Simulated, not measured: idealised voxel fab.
process module | voxel gate over fins
cross-section cut | 290 nm wide | cells 5 nm
A cross-section is a grid of square cells, given in bands from the top down. A band is one or more rows of cells.
Each band's line starts with the height of the band's top and of its bottom, in nm. Then come its materials from left to right, each with its width in nm. One material with "throughout" fills the band from edge to edge. "air" is empty space.
Height 0 is the level under which the wafer as received is all one material. The lowest band goes on downwards, as in "0 down".
A width such as "30 to 40" changes by the same amount from each row of cells to the next, from the band's top row to its bottom row.
"no change" after a step means that no cell of the cross-section changed.
closed voids: empty space of 8 cells or more with no open way to the top, each as width x height at its distance from the left edge, in nm
after a step's settings: what the simulator itself notes on the step
overlay nm, on a step with a mask: how far to the right of its planned place the mask lay; to the left if negative
plan
1 op RECEIVE | material Si
2 op CONFORMAL_DEP | material SiN | thk nm 5
3 op DIRECTIONAL_DEP | material aC | thk nm 10
4 op PATTERN | tone cover | mask id FINS | material resist | width nm 15 | pitch nm 55 | thk nm 30 | overlay nm -15
5 op DIRECTIONAL_ETCH | etch materials aC | depth nm 10
6 op STRIP | etch materials resist
7 op DIRECTIONAL_ETCH | etch materials SiN | depth nm 5
8 op DIRECTIONAL_ETCH | etch materials Si | depth nm 35
9 op STRIP | etch materials aC
10 op FILL_DEP | material SiO2 | thk nm 15
11 op CMP | height nm 5
12 op DIRECTIONAL_DEP | material aC | thk nm 15
13 op PATTERN | tone open | mask id RAIL | material resist | width nm 15 | thk nm 35 | overlay nm 0
14 op DIRECTIONAL_ETCH | etch materials aC | depth nm 15
15 op STRIP | etch materials resist
16 op DIRECTIONAL_ETCH | etch materials SiO2 | depth nm 35
17 op STRIP | etch materials aC
18 op CONFORMAL_DEP | material TiN | thk nm 5
19 op FILL_DEP | material Ru | thk nm 5
20 op CMP | height nm 5
21 op SELECTIVE_ETCH | etch materials W Ru TiN | depth nm 20
22 op FILL_DEP | material SiO2 | thk nm 5
23 op CMP | height nm 5
24 op SELECTIVE_ETCH | etch materials SiO2 | depth nm 15
25 op STRIP | etch materials SiN
26 op CONFORMAL_DEP | material HfO2 | thk nm 5
27 op CONFORMAL_DEP | material TiN | thk nm 5
28 op CONFORMAL_DEP | material TiAl | thk nm 5
29 op CONFORMAL_DEP | material TiN | thk nm 5
30 op FILL_DEP | material W | thk nm 15
31 op CMP | height nm 30
32 op CONFORMAL_DEP | material SiCN | thk nm 10
varied across the wafers: overlay nm of step 4. The plan shows the first wafer's value. All wafers start alike
first wafer as received, after step 1
  0 down: Si throughout
  closed voids: none
first wafer at the end, after step 32
  40 to 30: SiCN throughout
  30 to 20: W throughout
  20 to 15: W 75 | TiN 110 | W 105
  15 to 10: W 75 | TiN 5 | TiAl 45 | TiN 10 | TiAl 45 | TiN 5 | W 105
  10 to 5: TiN 80 | TiAl 5 | TiN 35 | TiAl 5 | TiN 10 | TiAl 5 | TiN 35 | TiAl 5 | TiN 110
  5 to 0: TiAl 85 | TiN 5 | HfO2 25 | TiN 5 | TiAl 20 | TiN 5 | HfO2 25 | TiN 5 | TiAl 115
  0 to -5: TiN 90 | HfO2 5 | Si 15 | HfO2 5 | TiN 30 | HfO2 5 | Si 15 | HfO2 5 | TiN 120
  -5 to -10: HfO2 95 | Si 15 | HfO2 40 | Si 15 | HfO2 125
  -10 to -15: SiO2 95 | Si 15 | SiO2 40 | Si 15 | SiO2 125
  -15 to -25: SiO2 95 | Si 15 | SiO2 25 | TiN 5 | Ru 5 | TiN 5 | Si 15 | SiO2 125
  -25 to -30: SiO2 95 | Si 15 | SiO2 25 | TiN 15 | Si 15 | SiO2 125
  -30 to -35: SiO2 95 | Si 15 | SiO2 40 | Si 15 | SiO2 125
  -35 down: Si throughout
  closed voids: none
last wafer at the end
  40 to 30: SiCN throughout
  30 to 20: W throughout
  20 to 15: W 105 | TiN 110 | W 75
  15 to 10: W 105 | TiN 5 | TiAl 45 | TiN 10 | TiAl 45 | TiN 5 | W 75
  10 to 5: TiN 110 | TiAl 5 | TiN 35 | TiAl 5 | TiN 10 | TiAl 5 | TiN 35 | TiAl 5 | TiN 80
  5 to 0: TiAl 115 | TiN 5 | HfO2 25 | TiN 5 | TiAl 20 | TiN 5 | HfO2 25 | TiN 5 | TiAl 85
  0 to -5: TiN 120 | HfO2 5 | Si 15 | HfO2 5 | TiN 30 | HfO2 5 | Si 15 | HfO2 5 | TiN 90
  -5 to -10: HfO2 125 | Si 15 | HfO2 40 | Si 15 | HfO2 95
  -10 to -15: SiO2 125 | Si 15 | SiO2 40 | Si 15 | SiO2 95
  -15 to -30: SiO2 125 | Si 15 | TiN 10 | SiO2 30 | Si 15 | SiO2 95
  -30 to -35: SiO2 125 | Si 15 | SiO2 40 | Si 15 | SiO2 95
  -35 down: Si throughout
  closed voids: none
each wafer at the end: cells of each material gained (+) or lost (-) since it was received, then its closed voids
overlay nm -15 | +66 HfO2 | +2 Ru | -364 Si | +116 SiCN | +251 SiO2 | +66 TiAl | +139 TiN | +188 W | closed voids: none
overlay nm -10 | +66 HfO2 | +2 Ru | -364 Si | +116 SiCN | +251 SiO2 | +66 TiAl | +139 TiN | +188 W | closed voids: none
overlay nm -5 | +66 HfO2 | +2 Ru | -364 Si | +116 SiCN | +251 SiO2 | +66 TiAl | +139 TiN | +188 W | closed voids: none
overlay nm 0 | +66 HfO2 | +2 Ru | -364 Si | +116 SiCN | +251 SiO2 | +66 TiAl | +139 TiN | +188 W | closed voids: none
overlay nm 5 | +66 HfO2 | +2 Ru | -364 Si | +116 SiCN | +251 SiO2 | +66 TiAl | +139 TiN | +188 W | closed voids: none
overlay nm 10 | +66 HfO2 | +2 Ru | -364 Si | +116 SiCN | +251 SiO2 | +66 TiAl | +139 TiN | +188 W | closed voids: none
overlay nm 15 | +66 HfO2 | -364 Si | +116 SiCN | +254 SiO2 | +66 TiAl | +138 TiN | +188 W | closed voids: none
